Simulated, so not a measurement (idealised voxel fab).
Proc. module: voxel wiring stack
The cross-section on display is named cut; it measures 245 nm wide, and its cells are 5 nm squares.
Cross-section spec: square-cell grid; bands listed top down; each band is one or more rows.
The band entry comprises the height of the band's top followed by the height of its bottom, expressed in nm, and subsequently the band's materials from left to right, each stated together with its width in nm. Where a single material is marked with the word "everywhere", that material fills the band from edge to edge. The word "blank" represents empty space.
For the purposes of this specification, 0 denotes the height below which the wafer in its as-received condition is composed wholly of one material, and the lowermost band, lacking a lower limit, extends downward without end, as expressed in "from 0 down".
The width entry "30->40" should be interpreted row by row: the top row of cells in the band takes the first number, the bottom row takes the second number, and the change between adjacent rows is uniform throughout.
Reading "identical to before" for a step: not a cell of the cross-section changed in it.
"Fully closed voids" means: voids of 8 cells or more that are shut off from the top with no open way through. Written width x height at distance, distance from the left edge, in nm.
Step line, after settings: the simulator's comment on this step.
overlay nm: right-of-plan distance of the mask on a masked step; negative values mean left-of-plan.
Intended process steps:
1) RECEIVE with material Si
2) CONFORMAL_DEP with material SiO2, thk nm 10
3) DIRECTIONAL_DEP with material TiN, thk nm 5
4) DIRECTIONAL_DEP with material Ru, thk nm 20
5) PATTERN with tone cover, mask id METAL_1, material resist, width nm 20, pitch nm 35, thk nm 15, overlay nm 0
6) DIRECTIONAL_ETCH with etch materials Ru, depth nm 20
7) DIRECTIONAL_ETCH with etch materials TiN, depth nm 5
8) STRIP with etch materials resist
9) CONFORMAL_DEP with material SiN, thk nm 5
10) FILL_DEP with material SiO2, thk nm 5
11) CMP with height nm 35
12) CONFORMAL_DEP with material SiCN, thk nm 5
13) DIRECTIONAL_DEP with material SiO2, thk nm 20
14) DIRECTIONAL_DEP with material aC, thk nm 15
15) PATTERN with tone open, mask id PLUG_1, material resist, width nm 15, pitch nm 70, thk nm 30, overlay nm 0
16) DIRECTIONAL_ETCH with etch materials aC, depth nm 15
17) STRIP with etch materials resist
18) DIRECTIONAL_ETCH with etch materials SiO2, depth nm 20
19) DIRECTIONAL_ETCH with etch materials SiCN, depth nm 5
20) STRIP with etch materials aC
21) EPI with material Ru, thk nm 10
22) EPI with material Ru, thk nm 10
23) EPI with material Ru, thk nm 5
24) DIRECTIONAL_DEP with material TiN, thk nm 5
25) DIRECTIONAL_DEP with material Ru, thk nm 20
26) MASKED_ETCH with tone cover, mask id METAL_2, width nm 20, pitch nm 35, etch materials Ru, depth nm 20, overlay nm 0
27) MASKED_ETCH with tone cover, mask id METAL_2, width nm 20, pitch nm 35, etch materials TiN, depth nm 5, overlay nm 0
28) FILL_DEP with material SiO2, thk nm 10
29) CMP with height nm 85
30) CONFORMAL_DEP with material SiCN, thk nm 5
31) DIRECTIONAL_DEP with material SiO2, thk nm 15
32) MASKED_ETCH with tone open, mask id PLUG_2, width nm 15, pitch nm 35, etch materials SiO2, depth nm 5, overlay nm 0
33) MASKED_ETCH with tone open, mask id PLUG_2, width nm 15, pitch nm 35, etch materials SiCN, depth nm 5, overlay nm 0
34) CONFORMAL_DEP with material TiN, thk nm 5
35) FILL_DEP with material W, thk nm 5
36) CMP with height nm 105
37) DIRECTIONAL_DEP with material TiN, thk nm 5
38) DIRECTIONAL_DEP with material W, thk nm 25
39) PATTERN with tone cover, mask id METAL_3, material resist, width nm 20, pitch nm 35, thk nm 20, overlay nm 0
40) DIRECTIONAL_ETCH with etch materials W, depth nm 25
41) DIRECTIONAL_ETCH with etch materials TiN, depth nm 5
42) STRIP with etch materials resist
43) FILL_DEP with material SiO2, thk nm 5
44) CMP with height nm 135
45) CONFORMAL_DEP with material SiN, thk nm 5
Quick note for whoever runs this: the wafers start identical, but the depth nm at step 32 isn't the same across them. The plan just shows what the first wafer had.
Cross-section of the first of several received wafers, showing its state after step 1:
    from 0 down | Si everywhere
    Fully closed voids: none
Module end state after final step 45: cross-section of the first of several wafers:
    from 140 to 135 | SiN everywhere
    from 135 to 110 | 60 nm SiO2  20 nm W  15 nm SiO2  20 nm W  15 nm SiO2  20 nm W  15 nm SiO2  20 nm W  60 nm SiO2
    from 110 to 100 | 60 nm SiO2  20->15 nm TiN  15->20 nm SiO2  20->15 nm TiN  15->20 nm SiO2  20->15 nm TiN  15->20 nm SiO2  20->15 nm TiN  60->65 nm SiO2
    from 100 to 90 | SiO2 everywhere
    from 90 to 85 | SiCN everywhere
    from 85 to 65 | 60 nm SiO2  20 nm Ru  15 nm SiO2  20 nm Ru  15 nm SiO2  20 nm Ru  15 nm SiO2  20 nm Ru  60 nm SiO2
    from 65 to 60 | 60 nm SiO2  20 nm TiN  15 nm SiO2  20 nm TiN  15 nm SiO2  20 nm TiN  15 nm SiO2  20 nm TiN  60 nm SiO2
    from 60 to 40 | 60 nm SiO2  15 nm Ru  55 nm SiO2  15 nm Ru  100 nm SiO2
    from 40 to 35 | 60 nm SiCN  15 nm Ru  55 nm SiCN  15 nm Ru  100 nm SiCN
    from 35 to 15 | 55 nm SiO2  5 nm SiN  20 nm Ru  5 nm SiN  5 nm SiO2  5 nm SiN  20 nm Ru  5 nm SiN  5 nm SiO2  5 nm SiN  20 nm Ru  5 nm SiN  5 nm SiO2  5 nm SiN  20 nm Ru  5 nm SiN  55 nm SiO2
    from 15 to 10 | 60 nm SiN  20 nm TiN  15 nm SiN  20 nm TiN  15 nm SiN  20 nm TiN  15 nm SiN  20 nm TiN  60 nm SiN
    from 10 to 0 | SiO2 everywhere
    from 0 down | Si everywhere
    Fully closed voids: none
X-section, last wafer, module end:
    from 140 to 135 | SiN everywhere
    from 135 to 110 | 60 nm SiO2  20 nm W  15 nm SiO2  20 nm W  15 nm SiO2  20 nm W  15 nm SiO2  20 nm W  60 nm SiO2
    from 110 to 105 | 60 nm SiO2  20 nm TiN  15 nm SiO2  20 nm TiN  15 nm SiO2  20 nm TiN  15 nm SiO2  20 nm TiN  60 nm SiO2
    from 105 to 90 | 60 nm SiO2  5 nm TiN  5 nm W  5 nm TiN  20 nm SiO2  5 nm TiN  5 nm W  5 nm TiN  20 nm SiO2  5 nm TiN  5 nm W  5 nm TiN  20 nm SiO2  5 nm TiN  5 nm W  5 nm TiN  65 nm SiO2
    from 90 to 85 | 60 nm SiCN  15 nm TiN  20 nm SiCN  15 nm TiN  20 nm SiCN  15 nm TiN  20 nm SiCN  15 nm TiN  65 nm SiCN
    from 85 to 65 | 60 nm SiO2  20 nm Ru  15 nm SiO2  20 nm Ru  15 nm SiO2  20 nm Ru  15 nm SiO2  20 nm Ru  60 nm SiO2
    from 65 to 60 | 60 nm SiO2  20 nm TiN  15 nm SiO2  20 nm TiN  15 nm SiO2  20 nm TiN  15 nm SiO2  20 nm TiN  60 nm SiO2
    from 60 to 40 | 60 nm SiO2  15 nm Ru  55 nm SiO2  15 nm Ru  100 nm SiO2
    from 40 to 35 | 60 nm SiCN  15 nm Ru  55 nm SiCN  15 nm Ru  100 nm SiCN
    from 35 to 15 | 55 nm SiO2  5 nm SiN  20 nm Ru  5 nm SiN  5 nm SiO2  5 nm SiN  20 nm Ru  5 nm SiN  5 nm SiO2  5 nm SiN  20 nm Ru  5 nm SiN  5 nm SiO2  5 nm SiN  20 nm Ru  5 nm SiN  55 nm SiO2
    from 15 to 10 | 60 nm SiN  20 nm TiN  15 nm SiN  20 nm TiN  15 nm SiN  20 nm TiN  15 nm SiN  20 nm TiN  60 nm SiN
    from 10 to 0 | SiO2 everywhere
    from 0 down | Si everywhere
    Fully closed voids: none
Take any row and you have a wafer at the end of the module: how many cells of each material it has gained (+) or lost (-) since it was received, and then its closed voids:
depth nm 5 | +158 Ru | +92 SiCN | +114 SiN | +868 SiO2 | +60 TiN | +80 W | Fully closed voids: none
depth nm 10 | +158 Ru | +92 SiCN | +114 SiN | +856 SiO2 | +68 TiN | +84 W | Fully closed voids: none
depth nm 15 | +158 Ru | +80 SiCN | +114 SiN | +844 SiO2 | +84 TiN | +92 W | Fully closed voids: none
depth nm 20 | +158 Ru | +80 SiCN | +114 SiN | +844 SiO2 | +84 TiN | +92 W | Fully closed voids: none
depth nm 25 | +158 Ru | +80 SiCN | +114 SiN | +844 SiO2 | +84 TiN | +92 W | Fully closed voids: none
depth nm 30 | +158 Ru | +80 SiCN | +114 SiN | +844 SiO2 | +84 TiN | +92 W | Fully closed voids: none
